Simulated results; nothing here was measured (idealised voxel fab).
You're looking at the process module voxel ribs on slabs.
Pictured: cross-section cut, 285 nm wide, on a grid of 5 nm square cells.
For the purposes of this document, a cross-section shall be understood as a grid of square cells, specified as bands listed in top-to-bottom order, each band consisting of one or more rows of cells.
Heads up on the band format: heights come first, top then bottom, in nm. After that it's the materials left to right, each with its width in nm. A single material flagged "all across" fills the whole band edge to edge, and "air" means there's empty space there.
For the purposes of this specification, 0 denotes the height below which the wafer in its as-received condition is composed wholly of one material, and the lowermost band, lacking a lower limit, extends downward without end, as expressed in "top 0, no bottom".
A two-number width, for instance "30 to 40", indicates that the width is equal to the first number in the top row of the band and to the second number in the bottom row, and that it changes by a constant amount per row of cells.
"everything unchanged", as given for a step, is the statement that not any cell of the cross-section underwent a change during that step.
You'll see "Enclosed empty spaces" listing empty spaces that have no way open to the top, as long as they're 8 cells or more; the notation is width x height at distance, where the distance is from the left edge, and all of it is in nm.
after a step's settings: what the simulator itself notes on the step
When a step includes a mask, the "overlay nm" setting on its line states how far to the right of its planned place that mask lay, and negative values state how far to the left.

Listed below are the process steps as planned:
1: RECEIVE with material Si
2: DIRECTIONAL_DEP with material SiO2, thk nm 25
3: DIRECTIONAL_DEP with material SiN, thk nm 20
4: DIRECTIONAL_DEP with material aC, thk nm 10
5: PATTERN with tone cover, mask id RIB, material resist, width nm 25, thk nm 25, overlay nm 0
6: DIRECTIONAL_ETCH with etch materials aC, depth nm 10
7: STRIP with etch materials resist
8: DIRECTIONAL_ETCH with etch materials SiN, depth nm 5
9: STRIP with etch materials aC
10: DIRECTIONAL_DEP with material aC, thk nm 10
11: PATTERN with tone cover, mask id SLAB, material resist, width nm 55, thk nm 30, overlay nm -15
12: DIRECTIONAL_ETCH with etch materials aC, depth nm 10
13: STRIP with etch materials resist
14: DIRECTIONAL_ETCH with etch materials SiN, depth nm 15
15: STRIP with etch materials aC
16: FILL_DEP with material SiO2, thk nm 15
17: CMP with height nm 55
18: DIRECTIONAL_DEP with material W, thk nm 5
19: PATTERN with tone cover, mask id HEATER, material resist, width nm 35, thk nm 20, overlay nm 0
20: DIRECTIONAL_ETCH with etch materials W, depth nm 5
21: STRIP with etch materials resist
22: CONFORMAL_DEP with material SiO2, thk nm 5
All wafers enter the flow in the same state. The overlay nm at step 11 differs from wafer to wafer, and the plan gives the value for the first wafer.

Received wafers, first of several: cross-section after step 1:
> top 0, no bottom: Si all across
> Enclosed empty spaces: none

Gained (+) or lost (-) cells of each material since receipt, then closed voids: one row per wafer, at the end of the module:
overlay nm -15, +38 SiN, +648 SiO2, +7 W, Enclosed empty spaces: none
overlay nm -10, +38 SiN, +648 SiO2, +7 W, Enclosed empty spaces: none
overlay nm -5, +38 SiN, +648 SiO2, +7 W, Enclosed empty spaces: none
overlay nm 0, +38 SiN, +648 SiO2, +7 W, Enclosed empty spaces: none
overlay nm 5, +38 SiN, +648 SiO2, +7 W, Enclosed empty spaces: none
overlay nm 10, +38 SiN, +648 SiO2, +7 W, Enclosed empty spaces: none
overlay nm 15, +38 SiN, +648 SiO2, +7 W, Enclosed empty spaces: none
